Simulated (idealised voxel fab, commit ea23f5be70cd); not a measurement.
The following is a process module called voxel wiring stack.
The cross-section on display is named cut; it measures 240 nm wide, and its cells are 5 nm squares.
For the purposes of this document, a cross-section shall be understood as a grid of square cells, specified as bands listed in top-to-bottom order, each band consisting of one or more rows of cells. In this notation a band is specified by the heights of its top and bottom, in that order and in nm, after which its materials appear from left to right, each paired with its width in nm. The word "throughout" attached to a single material means that material fills the band from edge to edge; the word "empty" stands for empty space. It should be noted that heights are counted from 0, beneath which the wafer as supplied is of one material throughout, and that the lowest band possesses no lower boundary but continues downward, as written in "0 -> down". Quick explanation for "30..40": the width changes in equal steps down the rows of cells, from the first number in the band's top row to the second number in its bottom row. "identical to before" means the step left every cell of the cross-section as it was. The entry titled "Closed void listing" provides the empty spaces that have no open way to the top, restricted to those of 8 cells or more. Each is presented as width x height at distance, the distance being measured from the left edge, with all three in nm. It should be noted that, on the line of a given step, the content following the step's settings is a remark produced by the simulator itself with respect to that step. The "overlay nm" setting may appear on a step's line; for a step that uses a mask, it gives how far to the right of its planned position the mask lay, and a negative value indicates the left.
[Listed below are the process steps as planned]
- 1: RECEIVE: material Si
- 2: CONFORMAL_DEP: material SiO2, thk nm 15
- 3: CONFORMAL_DEP: material SiCN, thk nm 5
- 4: DIRECTIONAL_DEP: material lowk, thk nm 20
- 5: PATTERN: tone open, mask id METAL_1, material resist, width nm 20, pitch nm 45, thk nm 15, overlay nm 0
- 6: DIRECTIONAL_ETCH: etch materials lowk, depth nm 20
- 7: DIRECTIONAL_ETCH: etch materials SiCN, depth nm 5
- 8: STRIP: etch materials resist
- 9: CONFORMAL_DEP: material TiN, thk nm 5
- 10: FILL_DEP: material Cu, thk nm 10
- 11: CMP: height nm 40
- 12: EPI: material Ru, thk nm 5
- 13: FILL_DEP: material SiCN, thk nm 5
- 14: DIRECTIONAL_DEP: material SiO2, thk nm 25
- 15: MASKED_ETCH: tone open, mask id METAL_2, width nm 20, pitch nm 45, etch materials SiO2, depth nm 15, overlay nm 0
- 16: PATTERN: tone open, mask id METAL_2_HOLES, material resist, width nm 15, pitch nm 45, thk nm 20, overlay nm 0
- 17: DIRECTIONAL_ETCH: etch materials SiO2, depth nm 10
- 18: DIRECTIONAL_ETCH: etch materials SiCN, depth nm 5
- 19: STRIP: etch materials resist
- 20: CONFORMAL_DEP: material TiN, thk nm 5
- 21: FILL_DEP: material Cu, thk nm 10
- 22: CMP: height nm 75
- 23: CONFORMAL_DEP: material SiCN, thk nm 5
- 24: DIRECTIONAL_DEP: material SiO2, thk nm 30
- 25: PATTERN: tone open, mask id METAL_3, material resist, width nm 20, pitch nm 45, thk nm 20, overlay nm 0
- 26: DIRECTIONAL_ETCH: etch materials SiO2, depth nm 20
- 27: STRIP: etch materials resist
- 28: MASKED_ETCH: tone open, mask id METAL_3_HOLES, width nm 15, pitch nm 45, etch materials SiO2, depth nm 10, overlay nm 0
- 29: MASKED_ETCH: tone open, mask id METAL_3_HOLES, width nm 15, pitch nm 45, etch materials SiCN, depth nm 5, overlay nm 0
- 30: CONFORMAL_DEP: material TiN, thk nm 5
- 31: FILL_DEP: material Cu, thk nm 10
- 32: CMP: height nm 110
- 33: CONFORMAL_DEP: material SiCN, thk nm 5
[Cross-section of the wafer upon arrival, representing the state reached after step 1]
> 0 -> down = Si throughout
> Closed void listing: none
[a wafer at the end: this start, this plan, one mistake]
> 115 -> 110 = SiCN throughout
> 110 -> 80 = SiO2 throughout
> 80 -> 75 = SiCN throughout
> 75 -> 65 = SiO2 65 nm / TiN 5 nm / Cu 10 nm / TiN 5 nm / SiO2 25 nm / TiN 5 nm / Cu 10 nm / TiN 5 nm / SiO2 25 nm / TiN 5 nm / Cu 10 nm / TiN 5 nm / SiO2 65 nm
> 65 -> 60 = SiO2 65 nm / TiN 5 nm / Cu 5 nm / TiN 10 nm / SiO2 25 nm / TiN 5 nm / Cu 5 nm / TiN 10 nm / SiO2 25 nm / TiN 5 nm / Cu 5 nm / TiN 10 nm / SiO2 65 nm
> 60 -> 50 = SiO2 65 nm / TiN 5 nm / Cu 5 nm / TiN 5 nm / SiO2 30 nm / TiN 5 nm / Cu 5 nm / TiN 5 nm / SiO2 30 nm / TiN 5 nm / Cu 5 nm / TiN 5 nm / SiO2 70 nm
> 50 -> 45 = SiCN 65 nm / TiN 15 nm / SiCN 30 nm / TiN 15 nm / SiCN 30 nm / TiN 15 nm / SiCN 70 nm
> 45 -> 40 = SiCN 60 nm / Ru 30 nm / SiCN 15 nm / Ru 30 nm / SiCN 15 nm / Ru 30 nm / SiCN 60 nm
> 40 -> 20 = lowk 65 nm / TiN 5 nm / Cu 10 nm / TiN 5 nm / lowk 25 nm / TiN 5 nm / Cu 10 nm / TiN 5 nm / lowk 25 nm / TiN 5 nm / Cu 10 nm / TiN 5 nm / lowk 65 nm
> 20 -> 15 = SiCN 65 nm / TiN 20 nm / SiCN 25 nm / TiN 20 nm / SiCN 25 nm / TiN 20 nm / SiCN 65 nm
> 15 -> 0 = SiO2 throughout
> 0 -> down = Si throughout
> Closed void listing: none
Processing error: step 24 of the plan was performed twice
